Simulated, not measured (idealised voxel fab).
The following is a process module called voxel air gaps.
Cross-section cut spans 215 nm and uses square cells 5 nm in size.
Square cells in a grid make up a cross-section in this document, and the grid is given as bands, listed from the top down, each one or more rows of cells.
The band entry comprises the height of the band's top followed by the height of its bottom, expressed in nm, and subsequently the band's materials from left to right, each stated together with its width in nm. Where a single material is marked with the word "everywhere", that material fills the band from edge to edge. The word "air" represents empty space.
Heights are reckoned from 0. Under this level, the received wafer is all of one material. The bottommost band is open-ended downward, for example "0..down".
The expression "30..40" gives the width at the extremes of the band, the first number at its top row of cells and the second at its bottom row, with the width changing by equal amounts from each row to the next in between.
Where the words "everything unchanged" appear for a step, the cross-section shows no cell changed by that step; every cell remained as before.
Any empty space of 8 cells or more lacking an open way to the top shows up in "Fully sealed cavities" as width x height at distance, distance from the left edge, in nm.
Heads up: the bit after the settings on a step's line is the simulator's remark on that step.
overlay nm: where the mask lay relative to plan, measured to the right, on steps with a mask; negatives go left.
SO HERE'S THE LINEUP OF PROCESS STEPS WE PLANNED
1) op RECEIVE | material Si
2) op CONFORMAL_DEP | material SiO2 | thk nm 10
3) op CONFORMAL_DEP | material SiCN | thk nm 5
4) op DIRECTIONAL_DEP | material lowk | thk nm 40
5) op DIRECTIONAL_DEP | material aC | thk nm 10
6) op PATTERN | tone open | mask id LINES | material resist | width nm 20 | pitch nm 50 | thk nm 30 | overlay nm 0
7) op DIRECTIONAL_ETCH | etch materials aC | depth nm 10
8) op STRIP | etch materials resist
9) op DIRECTIONAL_ETCH | etch materials lowk | depth nm 40
10) op STRIP | etch materials aC
11) op CONFORMAL_DEP | material TiN | thk nm 5
12) op FILL_DEP | material Cu | thk nm 5
13) op CMP | height nm 55
14) op EPI | material Ru | thk nm 10
15) op SELECTIVE_ETCH | etch materials lowk | depth nm 50
16) op CONFORMAL_DEP | material SiCN | thk nm 5
AS-RECEIVED WAFER CROSS-SECTION (AFTER STEP 1)
	0..down: Si everywhere
	Fully sealed cavities: none
A WAFER AT THE END: THIS START, THIS PLAN, ONE MISTAKE
	70..65: SiCN everywhere
	65..55: Ru everywhere
	55..20: Cu: 40; TiN: 5; lowk: 20; TiN: 5; Cu: 20; TiN: 5; lowk: 20; TiN: 5; Cu: 20; TiN: 5; lowk: 20; TiN: 5; Cu: 45
	20..15: TiN: 45; lowk: 20; TiN: 30; lowk: 20; TiN: 30; lowk: 20; TiN: 50
	15..10: SiCN everywhere
	10..0: SiO2 everywhere
	0..down: Si everywhere
	Fully sealed cavities: none
The plan and the run diverged here: off-plan run, step 6, actual operation and settings op PATTERN | tone cover | mask id LINES | material resist | width nm 20 | pitch nm 50 | thk nm 30 | overlay nm 0
